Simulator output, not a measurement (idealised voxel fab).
Presented below is a process module, voxel self aligned vias.
The width of the displayed cross-section, cut, is 170 nm; its cells are square, with a size of 5 nm.
Cross-section layout: square cells on a grid; listed as bands, top to bottom; a band spans one or more cell rows.
Top, bottom (nm), then materials left to right with widths (nm); lone material tagged "full width" fills the whole band edge to edge; "air" = empty space.
Convention: height 0 is the level below which the wafer, as received, is all one material. The lowest band does not terminate at the bottom but continues downward, represented as "0 -> down".
Per-row width for "30..40": begins at first number (top row of band), ends at second number (bottom row), increment between rows held constant.
"stayed the same" after a step means that no cell of the cross-section changed.
"Enclosed void catalog" enumerates empty spaces isolated from the top, with no open way to it, that contain at least 8 cells, giving each as width x height at distance from the left edge, all three in nm.
Step line, after settings: the simulator's comment on this step.
Among the settings permitted on a step's line is "overlay nm"; applied to a step with a mask, it specifies the extent to which the mask lay to the right of its planned position, whereas a negative figure signifies a position to the left.

Set out below are the planned steps of the process
- 1: RECEIVE with material Si
- 2: CONFORMAL_DEP with material SiO2, thk nm 15
- 3: CONFORMAL_DEP with material SiCN, thk nm 5
- 4: DIRECTIONAL_DEP with material lowk, thk nm 30
- 5: MASKED_ETCH with tone open, mask id LINES, width nm 20, pitch nm 50, etch materials lowk, depth nm 30, overlay nm 0
- 6: CONFORMAL_DEP with material TiN, thk nm 5
- 7: FILL_DEP with material Ru, thk nm 10
- 8: CMP with height nm 50
- 9: SELECTIVE_ETCH with etch materials W Ru TiN, depth nm 5
- 10: FILL_DEP with material SiN, thk nm 10
- 11: CMP with height nm 50
- 12: DIRECTIONAL_DEP with material lowk, thk nm 15
- 13: MASKED_ETCH with tone open, mask id VIAS, width nm 30, pitch nm 50, etch materials lowk, depth nm 15, overlay nm 0
- 14: MASKED_ETCH with tone open, mask id VIAS, width nm 30, pitch nm 50, etch materials SiN, depth nm 5, overlay nm 0
- 15: CONFORMAL_DEP with material TiN, thk nm 5
- 16: FILL_DEP with material Cu, thk nm 5
- 17: CMP with height nm 65
- 18: CONFORMAL_DEP with material SiN, thk nm 5

Run as planned: first of two wafers

Cross-section of the incoming wafer, state after step 1
> 0 -> down = Si full width
> Enclosed void catalog: none

After step 2
> 15 -> 0 = SiO2 full width
> Nothing below the height 0 has changed.

After step 3
> 20 -> 15 = SiCN full width
> Nothing below the height 15 has changed.

After step 4
> 50 -> 20 = lowk full width
> Nothing below the height 20 has changed.

After step 5
> 50 -> 20 = 50 lowk, 20 air, 30 lowk, 20 air, 50 lowk
> Nothing below the height 20 has changed.

After step 6
> 55 -> 50 = 55 TiN, 10 air, 40 TiN, 10 air, 55 TiN
> 50 -> 25 = 50 lowk, 5 TiN, 10 air, 5 TiN, 30 lowk, 5 TiN, 10 air, 5 TiN, 50 lowk
> 25 -> 20 = 50 lowk, 20 TiN, 30 lowk, 20 TiN, 50 lowk
> Nothing below the height 20 has changed.

After step 7
> 65 -> 55 = Ru full width
> 55 -> 50 = 55 TiN, 10 Ru, 40 TiN, 10 Ru, 55 TiN
> 50 -> 25 = 50 lowk, 5 TiN, 10 Ru, 5 TiN, 30 lowk, 5 TiN, 10 Ru, 5 TiN, 50 lowk
> Nothing below the height 25 has changed.

After step 8
> 50 -> 25 = 50 lowk, 5 TiN, 10 Ru, 5 TiN, 30 lowk, 5 TiN, 10 Ru, 5 TiN, 50 lowk
> Nothing below the height 25 has changed.

After step 9
> 50 -> 45 = 50 lowk, 20 air, 30 lowk, 20 air, 50 lowk
> Nothing below the height 45 has changed.

After step 10
> 60 -> 50 = SiN full width
> 50 -> 45 = 50 lowk, 20 SiN, 30 lowk, 20 SiN, 50 lowk
> Nothing below the height 45 has changed.

After step 11
> 50 -> 45 = 50 lowk, 20 SiN, 30 lowk, 20 SiN, 50 lowk
> Nothing below the height 45 has changed.

After step 12
> 65 -> 50 = lowk full width
> Nothing below the height 50 has changed.

After step 13
> 65 -> 50 = 45 lowk, 30 air, 20 lowk, 30 air, 45 lowk
> Nothing below the height 50 has changed.

After step 14
> 65 -> 50 = 45 lowk, 30 air, 20 lowk, 30 air, 45 lowk
> 50 -> 45 = 50 lowk, 20 air, 30 lowk, 20 air, 50 lowk
> Nothing below the height 45 has changed.

After step 15
> 70 -> 65 = 50 TiN, 20 air, 30 TiN, 20 air, 50 TiN
> 65 -> 55 = 45 lowk, 5 TiN, 20 air, 5 TiN, 20 lowk, 5 TiN, 20 air, 5 TiN, 45 lowk
> 55 -> 50 = 45 lowk, 10 TiN, 10 air, 10 TiN, 20 lowk, 10 TiN, 10 air, 10 TiN, 45 lowk
> 50 -> 45 = 50 lowk, 20 TiN, 30 lowk, 20 TiN, 50 lowk
> Nothing below the height 45 has changed.

After step 16
> 75 -> 70 = Cu full width
> 70 -> 65 = 50 TiN, 20 Cu, 30 TiN, 20 Cu, 50 TiN
> 65 -> 55 = 45 lowk, 5 TiN, 20 Cu, 5 TiN, 20 lowk, 5 TiN, 20 Cu, 5 TiN, 45 lowk
> 55 -> 50 = 45 lowk, 10 TiN, 10 Cu, 10 TiN, 20 lowk, 10 TiN, 10 Cu, 10 TiN, 45 lowk
> Nothing below the height 50 has changed.

After step 17
> 65 -> 55 = 45 lowk, 5 TiN, 20 Cu, 5 TiN, 20 lowk, 5 TiN, 20 Cu, 5 TiN, 45 lowk
> Nothing below the height 55 has changed.

After step 18
> 70 -> 65 = SiN full width
> Nothing below the height 65 has changed.

Companion wafer, the second of two: same beginning, same intended sequence, one mistake in carrying it out; through step 13 inclusive it tracks the first exactly

The second wafer cut through, at the time step 14 was supposed to be finished
> 65 -> 50 = 45 lowk, 30 air, 20 lowk, 30 air, 45 lowk
> 50 -> 45 = 50 lowk, 15 air, 5 SiN, 30 lowk, 15 air, 5 SiN, 50 lowk
> Nothing below the height 45 has changed.

The second wafer cut through, at the time step 15 was supposed to be finished
> 70 -> 65 = 50 TiN, 20 air, 30 TiN, 20 air, 50 TiN
> 65 -> 55 = 45 lowk, 5 TiN, 20 air, 5 TiN, 20 lowk, 5 TiN, 20 air, 5 TiN, 45 lowk
> 55 -> 50 = 45 lowk, 10 TiN, 5 air, 15 TiN, 20 lowk, 10 TiN, 5 air, 15 TiN, 45 lowk
> 50 -> 45 = 50 lowk, 15 TiN, 5 SiN, 30 lowk, 15 TiN, 5 SiN, 50 lowk
> Nothing below the height 45 has changed.

The second wafer cut through, at the time step 16 was supposed to be finished
> 75 -> 70 = Cu full width
> 70 -> 65 = 50 TiN, 20 Cu, 30 TiN, 20 Cu, 50 TiN
> 65 -> 55 = 45 lowk, 5 TiN, 20 Cu, 5 TiN, 20 lowk, 5 TiN, 20 Cu, 5 TiN, 45 lowk
> 55 -> 50 = 45 lowk, 10 TiN, 5 Cu, 15 TiN, 20 lowk, 10 TiN, 5 Cu, 15 TiN, 45 lowk
> Nothing below the height 50 has changed.

The second wafer cut through, at the time step 17 was supposed to be finished
> 65 -> 55 = 45 lowk, 5 TiN, 20 Cu, 5 TiN, 20 lowk, 5 TiN, 20 Cu, 5 TiN, 45 lowk
> Nothing below the height 55 has changed.

The second wafer cut through, at the time step 18 was supposed to be finished
> 70 -> 65 = SiN full width
> Nothing below the height 65 has changed.
Run error: off-plan run, step 14, actual operation and settings MASKED_ETCH with tone open, mask id VIAS, width nm 30, pitch nm 50, etch materials SiN, depth nm 5, overlay nm -10
The final cell counts differ between the wafers, with the second having more or fewer of some materials than the first: 2 fewer of Cu; 2 more of SiN
